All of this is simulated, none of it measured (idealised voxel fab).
process module | voxel gate over fins
cross-section cut | 220 nm wide | cells 5 nm
A cross-section is a grid of square cells, given in bands from the top down. A band is one or more rows of cells.
Each band's line starts with the height of the band's top and of its bottom, in nm. Then come its materials from left to right, each with its width in nm. One material with "throughout" fills the band from edge to edge. "air" is empty space.
Height 0 is the level under which the wafer as received is all one material. The lowest band goes on downwards, as in "0 down".
A width such as "30 to 40" changes by the same amount from each row of cells to the next, from the band's top row to its bottom row.
"no change" after a step means that no cell of the cross-section changed.
closed voids: empty space of 8 cells or more with no open way to the top, each as width x height at its distance from the left edge, in nm
after a step's settings: what the simulator itself notes on the step
overlay nm, on a step with a mask: how far to the right of its planned place the mask lay; to the left if negative
plan
1 op RECEIVE | material Si
2 op CONFORMAL_DEP | material SiN | thk nm 10
3 op MASKED_ETCH | tone cover | mask id FINS | width nm 15 | pitch nm 35 | etch materials SiN | depth nm 10 | overlay nm 0
4 op MASKED_ETCH | tone cover | mask id FINS | width nm 15 | pitch nm 35 | etch materials Si | depth nm 30 | overlay nm 0
5 op OXIDIZE | depth nm 5
6 op FILL_DEP | material SiO2 | thk nm 10
7 op CMP | height nm 10
8 op SELECTIVE_ETCH | etch materials SiO2 | depth nm 25
9 op STRIP | etch materials SiN
10 op CONFORMAL_DEP | material HfO2 | thk nm 5
11 op CONFORMAL_DEP | material TiN | thk nm 5
12 op CONFORMAL_DEP | material TiAl | thk nm 5
13 op CONFORMAL_DEP | material TiN | thk nm 5
14 op FILL_DEP | material W | thk nm 15
15 op CMP | height nm 30
16 op CONFORMAL_DEP | material SiN | thk nm 5
as received, after step 1
  0 down: Si throughout
  closed voids: none
first wafer at the end, as planned
  35 to 30: SiN throughout
  30 to 20: W throughout
  20 to 15: W 70 | TiN 80 | W 70
  15 to 10: W 70 | TiN 5 | TiAl 70 | TiN 5 | W 70
  10 to 5: W 70 | TiN 5 | TiAl 5 | TiN 25 | TiAl 10 | TiN 25 | TiAl 5 | TiN 5 | W 70
  5 to 0: TiN 75 | TiAl 5 | TiN 5 | HfO2 15 | TiN 5 | TiAl 10 | TiN 5 | HfO2 15 | TiN 5 | TiAl 5 | TiN 75
  0 to -5: TiAl 80 | TiN 5 | HfO2 5 | Si 5 | HfO2 5 | TiN 5 | TiAl 10 | TiN 5 | HfO2 5 | Si 5 | HfO2 5 | TiN 5 | TiAl 80
  -5 to -10: TiN 85 | HfO2 5 | Si 5 | HfO2 5 | TiN 20 | HfO2 5 | Si 5 | HfO2 5 | TiN 85
  -10 to -15: HfO2 90 | Si 5 | HfO2 30 | Si 5 | HfO2 90
  -15 to -35: SiO2 90 | Si 5 | SiO2 30 | Si 5 | SiO2 90
  -35 down: Si throughout
  closed voids: none
second wafer at the end: like start, like plan, one mistake
  35 to 30: SiN throughout
  30 to 20: W throughout
  20 to 15: W 65 | TiN 90 | W 65
  15 to 10: W 65 | TiN 5 | TiAl 80 | TiN 5 | W 65
  10 to 5: W 65 | TiN 5 | TiAl 5 | TiN 70 | TiAl 5 | TiN 5 | W 65
  5 to 0: W 65 | TiN 5 | TiAl 5 | TiN 5 | HfO2 25 | TiN 10 | HfO2 25 | TiN 5 | TiAl 5 | TiN 5 | W 65
  0 to -10: W 65 | TiN 5 | TiAl 5 | TiN 5 | HfO2 5 | SiO2 5 | Si 5 | SiO2 5 | HfO2 5 | TiN 10 | HfO2 5 | SiO2 5 | Si 5 | SiO2 5 | HfO2 5 | TiN 5 | TiAl 5 | TiN 5 | W 65
  -10 to -15: TiN 70 | TiAl 5 | TiN 5 | HfO2 5 | SiO2 5 | Si 5 | SiO2 5 | HfO2 5 | TiN 10 | HfO2 5 | SiO2 5 | Si 5 | SiO2 5 | HfO2 5 | TiN 5 | TiAl 5 | TiN 70
  -15 to -20: TiAl 75 | TiN 5 | HfO2 5 | SiO2 5 | Si 5 | SiO2 5 | HfO2 5 | TiN 10 | HfO2 5 | SiO2 5 | Si 5 | SiO2 5 | HfO2 5 | TiN 5 | TiAl 75
  -20 to -25: TiN 80 | HfO2 5 | SiO2 5 | Si 5 | SiO2 5 | HfO2 5 | TiN 10 | HfO2 5 | SiO2 5 | Si 5 | SiO2 5 | HfO2 5 | TiN 80
  -25 to -30: HfO2 85 | SiO2 5 | Si 5 | SiO2 5 | HfO2 20 | SiO2 5 | Si 5 | SiO2 5 | HfO2 85
  -30 to -35: SiO2 90 | Si 5 | SiO2 30 | Si 5 | SiO2 90
  -35 down: Si throughout
  closed voids: none
what went wrong: step 6 ran as: op FILL_DEP | material SiN | thk nm 10
at the end the second wafer has, in cells: 12 more of HfO2 | 102 fewer of SiO2 | 18 more of TiN | 72 more of W
